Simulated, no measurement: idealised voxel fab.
process module | voxel released beams
Displayed cross-section: cut, width of 230 nm, square cells sized 5 nm.
Heads up, the way a cross-section reads in here is a grid of square cells, handed over as bands from the top down, with every band being one or more rows of cells.
Each band's line starts with the height of the band's top and of its bottom, in nm. Then come its materials from left to right, each with its width in nm. One material with "throughout" fills the band from edge to edge. "air" is empty space.
The level at which height equals 0 is the one under which the wafer, as it arrives, is entirely one material. No lower edge exists for the bottom band, which continues downward and is notated as in "0..down".
With a width like "30 to 40", each row of cells in the band differs from the next by the same amount, the top row carrying the first number and the bottom row the second.
Step marked "nothing got changed"? Then no cell in the cross-section changed in it.
Under "Fully closed voids" you'll find the enclosed gaps, the ones with no way out to the top, that are 8 cells or bigger; each reads width x height at distance, with distance counted from the left edge, everything in nm.
Heads up: the bit after the settings on a step's line is the simulator's remark on that step.
A step's line can hold "overlay nm"; with a mask on that step, the setting says how far right of the planned place the mask lay, while a negative setting says it lay to the left.
# The planned process steps are enumerated hereunder
step 1: RECEIVE, material Si
step 2: CONFORMAL_DEP, material SiN, thk nm 5
step 3: DIRECTIONAL_DEP, material SiO2, thk nm 20
step 4: DIRECTIONAL_DEP, material aC, thk nm 10
step 5: PATTERN, tone open, mask id ANCHOR, material resist, width nm 25, thk nm 30, overlay nm 0
step 6: DIRECTIONAL_ETCH, etch materials aC, depth nm 10
step 7: STRIP, etch materials resist
step 8: DIRECTIONAL_ETCH, etch materials SiO2, depth nm 20
step 9: STRIP, etch materials aC
step 10: CONFORMAL_DEP, material polySi, thk nm 10
step 11: DIRECTIONAL_DEP, material aC, thk nm 15
step 12: PATTERN, tone cover, mask id BEAM, material resist, width nm 110, thk nm 30, overlay nm 0
step 13: DIRECTIONAL_ETCH, etch materials aC, depth nm 15
step 14: STRIP, etch materials resist
step 15: DIRECTIONAL_ETCH, etch materials polySi, depth nm 10
step 16: STRIP, etch materials aC
step 17: STRIP, etch materials SiO2
# Below: the first of two wafers, run as planned
# This is the cross-section of the wafer as we received it, i.e. after step 1
- 0..down  Si throughout
- Fully closed voids: none
# Take a look at the wafer's cross-section after step 2
- 5..0  SiN throughout
- Anything lower than 0 is untouched.
# Take a look at the wafer's cross-section after step 3
- 25..5  SiO2 throughout
- Anything lower than 5 is untouched.
# Take a look at the wafer's cross-section after step 4
- 35..25  aC throughout
- Anything lower than 25 is untouched.
# Take a look at the wafer's cross-section after step 5
- 65..35  resist=60; air=25; resist=145
- Anything lower than 35 is untouched.
# Take a look at the wafer's cross-section after step 6
- 55..35  resist=60; air=25; resist=145
- 35..25  aC=60; air=25; aC=145
- Anything lower than 25 is untouched.
# Take a look at the wafer's cross-section after step 7
- 35..25  aC=60; air=25; aC=145
- Anything lower than 25 is untouched.
# Take a look at the wafer's cross-section after step 8
- 35..25  aC=60; air=25; aC=145
- 25..5  SiO2=60; air=25; SiO2=145
- Anything lower than 5 is untouched.
# Take a look at the wafer's cross-section after step 9
- 25..5  SiO2=60; air=25; SiO2=145
- Anything lower than 5 is untouched.
# Take a look at the wafer's cross-section after step 10
- 35..25  polySi=70; air=5; polySi=155
- 25..15  SiO2=60; polySi=10; air=5; polySi=10; SiO2=145
- 15..5  SiO2=60; polySi=25; SiO2=145
- Anything lower than 5 is untouched.
# Take a look at the wafer's cross-section after step 11
- 50..35  aC=70; air=5; aC=155
- 35..30  polySi=70; air=5; polySi=155
- 30..25  polySi=70; aC=5; polySi=155
- 25..15  SiO2=60; polySi=10; aC=5; polySi=10; SiO2=145
- Anything lower than 15 is untouched.
# Take a look at the wafer's cross-section after step 12
- 80..50  air=55; resist=110; air=65
- 50..35  aC=70; resist=5; aC=155
- 35..30  polySi=70; resist=5; polySi=155
- Anything lower than 30 is untouched.
# Take a look at the wafer's cross-section after step 13
- 65..50  air=55; resist=110; air=65
- 50..35  air=55; aC=15; resist=5; aC=90; air=65
- Anything lower than 35 is untouched.
# Take a look at the wafer's cross-section after step 14
- 50..35  air=55; aC=15; air=5; aC=90; air=65
- 35..30  polySi=70; air=5; polySi=155
- Anything lower than 30 is untouched.
# Take a look at the wafer's cross-section after step 15
- 50..35  air=55; aC=15; air=5; aC=90; air=65
- 35..30  air=55; polySi=15; air=5; polySi=90; air=65
- 30..25  air=55; polySi=15; aC=5; polySi=90; air=65
- Anything lower than 25 is untouched.
# Take a look at the wafer's cross-section after step 16
- 35..25  air=55; polySi=15; air=5; polySi=90; air=65
- 25..15  SiO2=60; polySi=10; air=5; polySi=10; SiO2=145
- Anything lower than 15 is untouched.
# Take a look at the wafer's cross-section after step 17
- 35..25  air=55; polySi=15; air=5; polySi=90; air=65
- 25..15  air=60; polySi=10; air=5; polySi=10; air=145
- 15..5  air=60; polySi=25; air=145
- Anything lower than 5 is untouched.
# Wafer two. Same start, same plan, one slip in execution. Same as wafer one through step 2, inclusive
# Planned end of step 3: second wafer, cross-section
- 15..5  SiO2 throughout
- Anything lower than 5 is untouched.
# Planned end of step 4: second wafer, cross-section
- 25..15  aC throughout
- Anything lower than 15 is untouched.
# Planned end of step 5: second wafer, cross-section
- 55..25  resist=60; air=25; resist=145
- Anything lower than 25 is untouched.
# Planned end of step 6: second wafer, cross-section
- 45..25  resist=60; air=25; resist=145
- 25..15  aC=60; air=25; aC=145
- Anything lower than 15 is untouched.
# Planned end of step 7: second wafer, cross-section
- 25..15  aC=60; air=25; aC=145
- Anything lower than 15 is untouched.
# Planned end of step 8: second wafer, cross-section
- 25..15  aC=60; air=25; aC=145
- 15..5  SiO2=60; air=25; SiO2=145
- Anything lower than 5 is untouched.
# Planned end of step 9: second wafer, cross-section
- 15..5  SiO2=60; air=25; SiO2=145
- Anything lower than 5 is untouched.
# Planned end of step 10: second wafer, cross-section
- 25..15  polySi=70; air=5; polySi=155
- 15..5  SiO2=60; polySi=25; SiO2=145
- Anything lower than 5 is untouched.
# Planned end of step 11: second wafer, cross-section
- 40..30  aC=70; air=5; aC=155
- 30..25  aC throughout
- 25..15  polySi=70; aC=5; polySi=155
- Anything lower than 15 is untouched.
# Planned end of step 12: second wafer, cross-section
- 70..40  air=55; resist=110; air=65
- 40..30  aC=70; resist=5; aC=155
- Anything lower than 30 is untouched.
# Planned end of step 13: second wafer, cross-section
- 55..40  air=55; resist=110; air=65
- 40..30  air=55; aC=15; resist=5; aC=90; air=65
- 30..25  air=55; aC=110; air=65
- Anything lower than 25 is untouched.
# Planned end of step 14: second wafer, cross-section
- 40..30  air=55; aC=15; air=5; aC=90; air=65
- Anything lower than 30 is untouched.
# Planned end of step 15: second wafer, cross-section
- 40..30  air=55; aC=15; air=5; aC=90; air=65
- 30..25  air=55; aC=110; air=65
- 25..15  air=55; polySi=15; aC=5; polySi=90; air=65
- Anything lower than 15 is untouched.
# Planned end of step 16: second wafer, cross-section
- 25..15  air=55; polySi=15; air=5; polySi=90; air=65
- Anything lower than 15 is untouched.
# Planned end of step 17: second wafer, cross-section
- 25..15  air=55; polySi=15; air=5; polySi=90; air=65
- 15..5  air=60; polySi=25; air=145
- Anything lower than 5 is untouched.
Which mistake was made when the wafer was run? step 3 went in with a setting other than planned; the actual run was DIRECTIONAL_DEP, material SiO2, thk nm 10
The final cell counts differ between the wafers, with the second having more or fewer of some materials than the first: -8 polySi
